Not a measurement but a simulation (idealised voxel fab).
Process module, titled voxel plated lines
Shown is cross-section cut, with a width of 180 nm and square cells of size 5 nm.
Cross-section format: a grid of square cells, given as bands from top to bottom; each band is one or more rows of cells. First you get the band's top height and its bottom height, in nm, and then the materials it's made of, left to right, with each width in nm. If you see a single material with "full width", that one covers the band edge to edge. "empty" is empty space. Height is counted from the level 0, under which the received wafer is composed throughout of one material. The lowest of the bands is not closed at the bottom but continues downward, in the notation "0 -> down". A width given as "30..40" starts at the first number in the band's top row and ends at the second number in its bottom row, shifting by an equal amount at every step from row to row. When a step is marked "nothing changed", none of the cells in the cross-section changed during that step. "Trapped voids" lists enclosed empty spaces (at least 8 cells, no open path upward to the top), each as width x height at distance from the left edge, in nm. It should be noted that, on the line of a given step, the content following the step's settings is a remark produced by the simulator itself with respect to that step. overlay nm, on a step with a mask: how far to the right of its planned place the mask lay; to the left if negative.
### Below is the list of planned process steps
1,RECEIVE,material Si
2,CONFORMAL_DEP,material SiN,thk nm 10
3,DIRECTIONAL_DEP,material TiN,thk nm 5
4,PATTERN,tone open,mask id LINES,material resist,width nm 25,pitch nm 40,thk nm 40,overlay nm 0
5,EPI,material Ru,thk nm 10
6,EPI,material Ru,thk nm 10
7,EPI,material Ru,thk nm 5
8,STRIP,etch materials resist
9,DIRECTIONAL_ETCH,etch materials TiN,depth nm 5
10,CONFORMAL_DEP,material SiN,thk nm 10
### The first of the two wafers, which ran as planned
### Wafer at receipt (post step 1), cross-section
0 -> down | Si full width
Trapped voids: none
### Step 2 done - wafer cross-section
10 -> 0 | SiN full width
Everything under 0 stays put, no change at all.
### Step 3 done - wafer cross-section
15 -> 10 | TiN full width
Everything under 10 stays put, no change at all.
### Step 4 done - wafer cross-section
55 -> 15 | resist 55 nm, then empty 25 nm, then resist 15 nm, then empty 25 nm, then resist 60 nm
Everything under 15 stays put, no change at all.
### Step 5 done - wafer cross-section
55 -> 25 | resist 55 nm, then empty 25 nm, then resist 15 nm, then empty 25 nm, then resist 60 nm
25 -> 15 | resist 55 nm, then Ru 25 nm, then resist 15 nm, then Ru 25 nm, then resist 60 nm
Everything under 15 stays put, no change at all.
### Step 6 done - wafer cross-section
55 -> 35 | resist 55 nm, then empty 25 nm, then resist 15 nm, then empty 25 nm, then resist 60 nm
35 -> 15 | resist 55 nm, then Ru 25 nm, then resist 15 nm, then Ru 25 nm, then resist 60 nm
Everything under 15 stays put, no change at all.
### Step 7 done - wafer cross-section
55 -> 40 | resist 55 nm, then empty 25 nm, then resist 15 nm, then empty 25 nm, then resist 60 nm
40 -> 15 | resist 55 nm, then Ru 25 nm, then resist 15 nm, then Ru 25 nm, then resist 60 nm
Everything under 15 stays put, no change at all.
### Step 8 done - wafer cross-section
40 -> 15 | empty 55 nm, then Ru 25 nm, then empty 15 nm, then Ru 25 nm, then empty 60 nm
Everything under 15 stays put, no change at all.
### Step 9 done - wafer cross-section
40 -> 15 | empty 55 nm, then Ru 25 nm, then empty 15 nm, then Ru 25 nm, then empty 60 nm
15 -> 10 | empty 55 nm, then TiN 25 nm, then empty 15 nm, then TiN 25 nm, then empty 60 nm
Everything under 10 stays put, no change at all.
### Step 10 done - wafer cross-section
50 -> 40 | empty 45 nm, then SiN 85 nm, then empty 50 nm
40 -> 20 | empty 45 nm, then SiN 10 nm, then Ru 25 nm, then SiN 15 nm, then Ru 25 nm, then SiN 10 nm, then empty 50 nm
20 -> 15 | SiN 55 nm, then Ru 25 nm, then SiN 15 nm, then Ru 25 nm, then SiN 60 nm
15 -> 10 | SiN 55 nm, then TiN 25 nm, then SiN 15 nm, then TiN 25 nm, then SiN 60 nm
Everything under 10 stays put, no change at all.
### Now the other wafer: same start, same recipe, but we messed up one thing when running it. Up to and including step 3 it's the same as the first one
### The second wafer cut through, at the time step 4 was supposed to be finished
55 -> 15 | resist 60 nm, then empty 25 nm, then resist 15 nm, then empty 25 nm, then resist 55 nm
Everything under 15 stays put, no change at all.
### The second wafer cut through, at the time step 5 was supposed to be finished
55 -> 25 | resist 60 nm, then empty 25 nm, then resist 15 nm, then empty 25 nm, then resist 55 nm
25 -> 15 | resist 60 nm, then Ru 25 nm, then resist 15 nm, then Ru 25 nm, then resist 55 nm
Everything under 15 stays put, no change at all.
### The second wafer cut through, at the time step 6 was supposed to be finished
55 -> 35 | resist 60 nm, then empty 25 nm, then resist 15 nm, then empty 25 nm, then resist 55 nm
35 -> 15 | resist 60 nm, then Ru 25 nm, then resist 15 nm, then Ru 25 nm, then resist 55 nm
Everything under 15 stays put, no change at all.
### The second wafer cut through, at the time step 7 was supposed to be finished
55 -> 40 | resist 60 nm, then empty 25 nm, then resist 15 nm, then empty 25 nm, then resist 55 nm
40 -> 15 | resist 60 nm, then Ru 25 nm, then resist 15 nm, then Ru 25 nm, then resist 55 nm
Everything under 15 stays put, no change at all.
### The second wafer cut through, at the time step 8 was supposed to be finished
40 -> 15 | empty 60 nm, then Ru 25 nm, then empty 15 nm, then Ru 25 nm, then empty 55 nm
Everything under 15 stays put, no change at all.
### The second wafer cut through, at the time step 9 was supposed to be finished
40 -> 15 | empty 60 nm, then Ru 25 nm, then empty 15 nm, then Ru 25 nm, then empty 55 nm
15 -> 10 | empty 60 nm, then TiN 25 nm, then empty 15 nm, then TiN 25 nm, then empty 55 nm
Everything under 10 stays put, no change at all.
### The second wafer cut through, at the time step 10 was supposed to be finished
50 -> 40 | empty 50 nm, then SiN 85 nm, then empty 45 nm
40 -> 20 | empty 50 nm, then SiN 10 nm, then Ru 25 nm, then SiN 15 nm, then Ru 25 nm, then SiN 10 nm, then empty 45 nm
20 -> 15 | SiN 60 nm, then Ru 25 nm, then SiN 15 nm, then Ru 25 nm, then SiN 55 nm
15 -> 10 | SiN 60 nm, then TiN 25 nm, then SiN 15 nm, then TiN 25 nm, then SiN 55 nm
Everything under 10 stays put, no change at all.
Finding, execution versus plan: step 4 was processed under conditions differing from the plan, specifically as PATTERN,tone open,mask id LINES,material resist,width nm 25,pitch nm 40,thk nm 40,overlay nm 5
Final wafers compared: equal cell tally per material, rearranged layout.
